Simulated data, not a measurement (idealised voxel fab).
A process module follows: voxel gate over fins.
The cross-section on display is named cut; it measures 250 nm wide, and its cells are 5 nm squares.
Notation: cross-section as square-cell grid; stated in bands, top first, going down; one or more cell rows per band.
Top, bottom (nm), then materials left to right with widths (nm); lone material tagged "edge to edge" fills the whole band edge to edge; "air" = empty space.
Note: height 0 marks the level under which the wafer is uniformly one material as received. Lowest band unbounded below, written "top 0, no bottom".
It should be noted that a width expressed as "30..40" varies in equal increments from row to row of cells within the band, taking the value of the first number at the top row and that of the second number at the bottom row.
Step marked "identical to before"? Then no cell in the cross-section changed in it.
Empty spaces without an open route to the top, at least 8 cells in extent, make up the entry "Closed void table"; each is given as width x height at distance, where the distance is measured from the left edge, and all are in nm.
Anything after a step's settings on that line? It's the simulator's own note about the step.
overlay nm, on a step with a mask: how far to the right of its planned place the mask lay; to the left if negative
THIS SECTION LISTS THE PROCESS STEPS THAT WERE PLANNED
| 1 | RECEIVE [material Si] |
| 2 | CONFORMAL_DEP [material SiN] [thk nm 5] |
| 3 | MASKED_ETCH [tone cover] [mask id FINS] [width nm 15] [pitch nm 55] [etch materials SiN] [depth nm 5] [overlay nm 0] |
| 4 | MASKED_ETCH [tone cover] [mask id FINS] [width nm 15] [pitch nm 55] [etch materials Si] [depth nm 40] [overlay nm 0] |
| 5 | OXIDIZE [depth nm 5] |
| 6 | FILL_DEP [material SiO2] [thk nm 15] |
| 7 | CMP [height nm 5] |
| 8 | MASKED_ETCH [tone open] [mask id RAIL] [width nm 15] [etch materials SiO2] [depth nm 40] [overlay nm 0] |
| 9 | CONFORMAL_DEP [material TiN] [thk nm 5] |
| 10 | FILL_DEP [material W] [thk nm 10] |
| 11 | CMP [height nm 5] |
| 12 | SELECTIVE_ETCH [etch materials W Ru TiN] [depth nm 30] |
| 13 | FILL_DEP [material SiO2] [thk nm 5] |
| 14 | CMP [height nm 5] |
| 15 | SELECTIVE_ETCH [etch materials SiO2] [depth nm 20] |
| 16 | STRIP [etch materials SiN] |
| 17 | CONFORMAL_DEP [material HfO2] [thk nm 5] |
| 18 | CONFORMAL_DEP [material TiN] [thk nm 5] |
| 19 | FILL_DEP [material W] [thk nm 10] |
| 20 | CMP [height nm 15] |
| 21 | CONFORMAL_DEP [material SiN] [thk nm 5] |
CROSS-SECTIONAL VIEW OF THE WAFER IN ITS AS-RECEIVED CONDITION, CORRESPONDING TO THE STATE AFTER STEP 1
- top 0, no bottom: Si edge to edge
- Closed void table: none
THE FIRST OF THE TWO WAFERS AS SEEN IN CROSS-SECTION ONCE THE MODULE WAS FINISHED; PROCESSING FOLLOWED THE PLAN
- top 20, bottom 15: SiN edge to edge
- top 15, bottom 10: W edge to edge
- top 10, bottom 5: W (30)  TiN (25)  W (30)  TiN (25)  W (30)  TiN (25)  W (30)  TiN (25)  W (30)
- top 5, bottom 0: W (30)  TiN (5)  HfO2 (15)  TiN (5)  W (30)  TiN (5)  HfO2 (15)  TiN (5)  W (30)  TiN (5)  HfO2 (15)  TiN (5)  W (30)  TiN (5)  HfO2 (15)  TiN (5)  W (30)
- top 0, bottom -5: W (30)  TiN (5)  HfO2 (5)  Si (5)  HfO2 (5)  TiN (5)  W (30)  TiN (5)  HfO2 (5)  Si (5)  HfO2 (5)  TiN (5)  W (30)  TiN (5)  HfO2 (5)  Si (5)  HfO2 (5)  TiN (5)  W (30)  TiN (5)  HfO2 (5)  Si (5)  HfO2 (5)  TiN (5)  W (30)
- top -5, bottom -10: TiN (35)  HfO2 (5)  Si (5)  HfO2 (5)  TiN (40)  HfO2 (5)  Si (5)  HfO2 (5)  TiN (40)  HfO2 (5)  Si (5)  HfO2 (5)  TiN (40)  HfO2 (5)  Si (5)  HfO2 (5)  TiN (35)
- top -10, bottom -15: HfO2 (40)  Si (5)  HfO2 (50)  Si (5)  HfO2 (50)  Si (5)  HfO2 (50)  Si (5)  HfO2 (40)
- top -15, bottom -25: SiO2 (40)  Si (5)  SiO2 (50)  Si (5)  SiO2 (50)  Si (5)  SiO2 (50)  Si (5)  SiO2 (40)
- top -25, bottom -30: SiO2 (40)  Si (5)  SiO2 (15)  TiN (5)  W (5)  TiN (5)  SiO2 (20)  Si (5)  SiO2 (50)  Si (5)  SiO2 (50)  Si (5)  SiO2 (40)
- top -30, bottom -35: SiO2 (40)  Si (5)  SiO2 (15)  TiN (15)  SiO2 (20)  Si (5)  SiO2 (50)  Si (5)  SiO2 (50)  Si (5)  SiO2 (40)
- top -35, bottom -45: SiO2 (40)  Si (5)  SiO2 (50)  Si (5)  SiO2 (50)  Si (5)  SiO2 (50)  Si (5)  SiO2 (40)
- top -45, no bottom: Si edge to edge
- Closed void table: none
SECOND WAFER OF THE TWO, SECTIONED AT THE END OF THE MODULE. IT BEGAN LIKE THE FIRST AND FOLLOWED THE SAME PLAN, BUT ONE MISTAKE WAS MADE WHILE RUNNING IT
- top 20, bottom 15: SiN edge to edge
- top 15, bottom 10: W (55)  TiN (25)  W (170)
- top 10, bottom 5: W (30)  TiN (30)  HfO2 (15)  TiN (5)  W (5)  TiN (25)  W (30)  TiN (25)  W (30)  TiN (25)  W (30)
- top 5, bottom 0: W (30)  TiN (5)  HfO2 (15)  TiN (10)  HfO2 (15)  TiN (5)  W (5)  TiN (5)  HfO2 (15)  TiN (5)  W (30)  TiN (5)  HfO2 (15)  TiN (5)  W (30)  TiN (5)  HfO2 (15)  TiN (5)  W (30)
- top 0, bottom -5: W (30)  TiN (5)  HfO2 (5)  Si (5)  HfO2 (5)  TiN (10)  HfO2 (15)  TiN (5)  W (5)  TiN (5)  HfO2 (5)  Si (5)  HfO2 (5)  TiN (5)  W (30)  TiN (5)  HfO2 (5)  Si (5)  HfO2 (5)  TiN (5)  W (30)  TiN (5)  HfO2 (5)  Si (5)  HfO2 (5)  TiN (5)  W (30)
- top -5, bottom -10: TiN (35)  HfO2 (5)  Si (5)  HfO2 (5)  TiN (10)  HfO2 (15)  TiN (15)  HfO2 (5)  Si (5)  HfO2 (5)  TiN (40)  HfO2 (5)  Si (5)  HfO2 (5)  TiN (40)  HfO2 (5)  Si (5)  HfO2 (5)  TiN (35)
- top -10, bottom -15: HfO2 (40)  Si (5)  HfO2 (50)  Si (5)  HfO2 (50)  Si (5)  HfO2 (50)  Si (5)  HfO2 (40)
- top -15, bottom -25: SiO2 (40)  Si (5)  SiO2 (20)  HfO2 (5)  SiO2 (25)  Si (5)  SiO2 (50)  Si (5)  SiO2 (50)  Si (5)  SiO2 (40)
- top -25, bottom -30: SiO2 (40)  Si (5)  SiO2 (15)  TiN (5)  HfO2 (5)  TiN (5)  SiO2 (20)  Si (5)  SiO2 (50)  Si (5)  SiO2 (50)  Si (5)  SiO2 (40)
- top -30, bottom -35: SiO2 (40)  Si (5)  SiO2 (15)  TiN (15)  SiO2 (20)  Si (5)  SiO2 (50)  Si (5)  SiO2 (50)  Si (5)  SiO2 (40)
- top -35, bottom -45: SiO2 (40)  Si (5)  SiO2 (50)  Si (5)  SiO2 (50)  Si (5)  SiO2 (50)  Si (5)  SiO2 (40)
- top -45, no bottom: Si edge to edge
- Closed void table: none
Where did the run depart from the plan? heads up, step 10 didn't go per plan, it actually ran as FILL_DEP [material HfO2] [thk nm 10]
Final comparison by cell count, materials where the second wafer has more or fewer than the first: +15 HfO2; -2 SiO2; +8 TiN; -21 W
